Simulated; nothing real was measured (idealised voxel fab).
The process module presented herein is designated voxel spacer lines.
It is cross-section cut that appears here, measuring 210 nm in width, its square cells being 5 nm in size.
For the purposes of this document, a cross-section shall be understood as a grid of square cells, specified as bands listed in top-to-bottom order, each band consisting of one or more rows of cells. For a band, the entry starts with two heights in nm, that of the top and then that of the bottom, and carries on with the band's materials in order from left to right, each alongside its width in nm; the word "full width" beside a single material means it fills the band edge to edge, and "empty" means empty space. Height 0 is the level under which the wafer as received is all one material. The lowest band goes on downwards, as in "0 down". Note: "30..40" means the width goes from the first number (top row of the band) to the second number (bottom row) in equal steps per row of cells. Step note "same as before" = no cross-section cell changed. Look at "Unvented internal voids" for the closed voids: empty spaces with no open path to the top, sized 8 cells or up. Each is width x height at distance, distance from the left edge, all nm. On each step's line, the part that comes after the settings is the simulator's own comment on the step. The optional step-line setting "overlay nm" applies to steps with a mask and quantifies how far to the right of its planned location the mask lay, a negative value indicating leftward placement.
### Here's what the planned process steps look like
step 1: RECEIVE with material Si
step 2: CONFORMAL_DEP with material Al2O3, thk nm 5
step 3: DIRECTIONAL_DEP with material polySi, thk nm 20
step 4: DIRECTIONAL_DEP with material aC, thk nm 30
step 5: PATTERN with tone cover, mask id MANDREL, material resist, width nm 25, pitch nm 70, thk nm 40, overlay nm 0
step 6: DIRECTIONAL_ETCH with etch materials aC, depth nm 30
step 7: STRIP with etch materials resist
step 8: CONFORMAL_DEP with material SiN, thk nm 10
step 9: DIRECTIONAL_ETCH with etch materials SiN, depth nm 10
step 10: STRIP with etch materials aC
step 11: DIRECTIONAL_ETCH with etch materials polySi, depth nm 20
step 12: STRIP with etch materials SiN
step 13: FILL_DEP with material SiO2, thk nm 5
step 14: CMP with height nm 25
### Below: the first of two wafers, run as planned
### This is the cross-section of the wafer as we received it, i.e. after step 1
- 0 down: Si full width
- Unvented internal voids: none
### State of the wafer after step 2, shown in cross-section
- 5 to 0: Al2O3 full width
- Under 0: no change, same as before.
### State of the wafer after step 3, shown in cross-section
- 25 to 5: polySi full width
- Under 5: no change, same as before.
### State of the wafer after step 4, shown in cross-section
- 55 to 25: aC full width
- Under 25: no change, same as before.
### State of the wafer after step 5, shown in cross-section
- 95 to 55: empty 55 nm / resist 25 nm / empty 45 nm / resist 25 nm / empty 60 nm
- Under 55: no change, same as before.
### State of the wafer after step 6, shown in cross-section
- 65 to 55: empty 55 nm / resist 25 nm / empty 45 nm / resist 25 nm / empty 60 nm
- 55 to 25: empty 55 nm / aC 25 nm / empty 45 nm / aC 25 nm / empty 60 nm
- Under 25: no change, same as before.
### State of the wafer after step 7, shown in cross-section
- 55 to 25: empty 55 nm / aC 25 nm / empty 45 nm / aC 25 nm / empty 60 nm
- Under 25: no change, same as before.
### State of the wafer after step 8, shown in cross-section
- 65 to 55: empty 45 nm / SiN 45 nm / empty 25 nm / SiN 45 nm / empty 50 nm
- 55 to 35: empty 45 nm / SiN 10 nm / aC 25 nm / SiN 10 nm / empty 25 nm / SiN 10 nm / aC 25 nm / SiN 10 nm / empty 50 nm
- 35 to 25: SiN 55 nm / aC 25 nm / SiN 45 nm / aC 25 nm / SiN 60 nm
- Under 25: no change, same as before.
### State of the wafer after step 9, shown in cross-section
- 55 to 25: empty 45 nm / SiN 10 nm / aC 25 nm / SiN 10 nm / empty 25 nm / SiN 10 nm / aC 25 nm / SiN 10 nm / empty 50 nm
- Under 25: no change, same as before.
### State of the wafer after step 10, shown in cross-section
- 55 to 25: empty 45 nm / SiN 10 nm / empty 25 nm / SiN 10 nm / empty 25 nm / SiN 10 nm / empty 25 nm / SiN 10 nm / empty 50 nm
- Under 25: no change, same as before.
### State of the wafer after step 11, shown in cross-section
- 55 to 25: empty 45 nm / SiN 10 nm / empty 25 nm / SiN 10 nm / empty 25 nm / SiN 10 nm / empty 25 nm / SiN 10 nm / empty 50 nm
- 25 to 5: empty 45 nm / polySi 10 nm / empty 25 nm / polySi 10 nm / empty 25 nm / polySi 10 nm / empty 25 nm / polySi 10 nm / empty 50 nm
- Under 5: no change, same as before.
### State of the wafer after step 12, shown in cross-section
- 25 to 5: empty 45 nm / polySi 10 nm / empty 25 nm / polySi 10 nm / empty 25 nm / polySi 10 nm / empty 25 nm / polySi 10 nm / empty 50 nm
- Under 5: no change, same as before.
### State of the wafer after step 13, shown in cross-section
- 30 to 25: SiO2 full width
- 25 to 5: SiO2 45 nm / polySi 10 nm / SiO2 25 nm / polySi 10 nm / SiO2 25 nm / polySi 10 nm / SiO2 25 nm / polySi 10 nm / SiO2 50 nm
- Under 5: no change, same as before.
### State of the wafer after step 14, shown in cross-section
- 25 to 5: SiO2 45 nm / polySi 10 nm / SiO2 25 nm / polySi 10 nm / SiO2 25 nm / polySi 10 nm / SiO2 25 nm / polySi 10 nm / SiO2 50 nm
- Under 5: no change, same as before.
### Wafer two. Identical start, identical plan. One mistake in execution. Identical history through step 1
### Second wafer: cross-section at the scheduled end of step 2
- 20 to 0: polySi full width
- Under 0: no change, same as before.
### Second wafer: cross-section at the scheduled end of step 3
- 25 to 20: Al2O3 full width
- Under 20: no change, same as before.
### Second wafer: cross-section at the scheduled end of step 4
- 55 to 25: aC full width
- Under 25: no change, same as before.
### Second wafer: cross-section at the scheduled end of step 5
- 95 to 55: empty 55 nm / resist 25 nm / empty 45 nm / resist 25 nm / empty 60 nm
- Under 55: no change, same as before.
### Second wafer: cross-section at the scheduled end of step 6
- 65 to 55: empty 55 nm / resist 25 nm / empty 45 nm / resist 25 nm / empty 60 nm
- 55 to 25: empty 55 nm / aC 25 nm / empty 45 nm / aC 25 nm / empty 60 nm
- Under 25: no change, same as before.
### Second wafer: cross-section at the scheduled end of step 7
- 55 to 25: empty 55 nm / aC 25 nm / empty 45 nm / aC 25 nm / empty 60 nm
- Under 25: no change, same as before.
### Second wafer: cross-section at the scheduled end of step 8
- 65 to 55: empty 45 nm / SiN 45 nm / empty 25 nm / SiN 45 nm / empty 50 nm
- 55 to 35: empty 45 nm / SiN 10 nm / aC 25 nm / SiN 10 nm / empty 25 nm / SiN 10 nm / aC 25 nm / SiN 10 nm / empty 50 nm
- 35 to 25: SiN 55 nm / aC 25 nm / SiN 45 nm / aC 25 nm / SiN 60 nm
- Under 25: no change, same as before.
### Second wafer: cross-section at the scheduled end of step 9
- 55 to 25: empty 45 nm / SiN 10 nm / aC 25 nm / SiN 10 nm / empty 25 nm / SiN 10 nm / aC 25 nm / SiN 10 nm / empty 50 nm
- Under 25: no change, same as before.
### Second wafer: cross-section at the scheduled end of step 10
- 55 to 25: empty 45 nm / SiN 10 nm / empty 25 nm / SiN 10 nm / empty 25 nm / SiN 10 nm / empty 25 nm / SiN 10 nm / empty 50 nm
- Under 25: no change, same as before.
Second wafer: cross-section at the scheduled end of step 11: same as before
### Second wafer: cross-section at the scheduled end of step 12
- 25 to 20: Al2O3 full width
- Under 20: no change, same as before.
### Second wafer: cross-section at the scheduled end of step 13
- 30 to 25: SiO2 full width
- Under 25: no change, same as before.
### Second wafer: cross-section at the scheduled end of step 14
- 25 to 20: Al2O3 full width
- Under 20: no change, same as before.
Nonconformance to the process plan: ran 2 and 3 in swapped order versus the plan
Counted in cells at the end, the second wafer holds more or fewer of these materials than the first: 136 fewer of SiO2 | 136 more of polySi
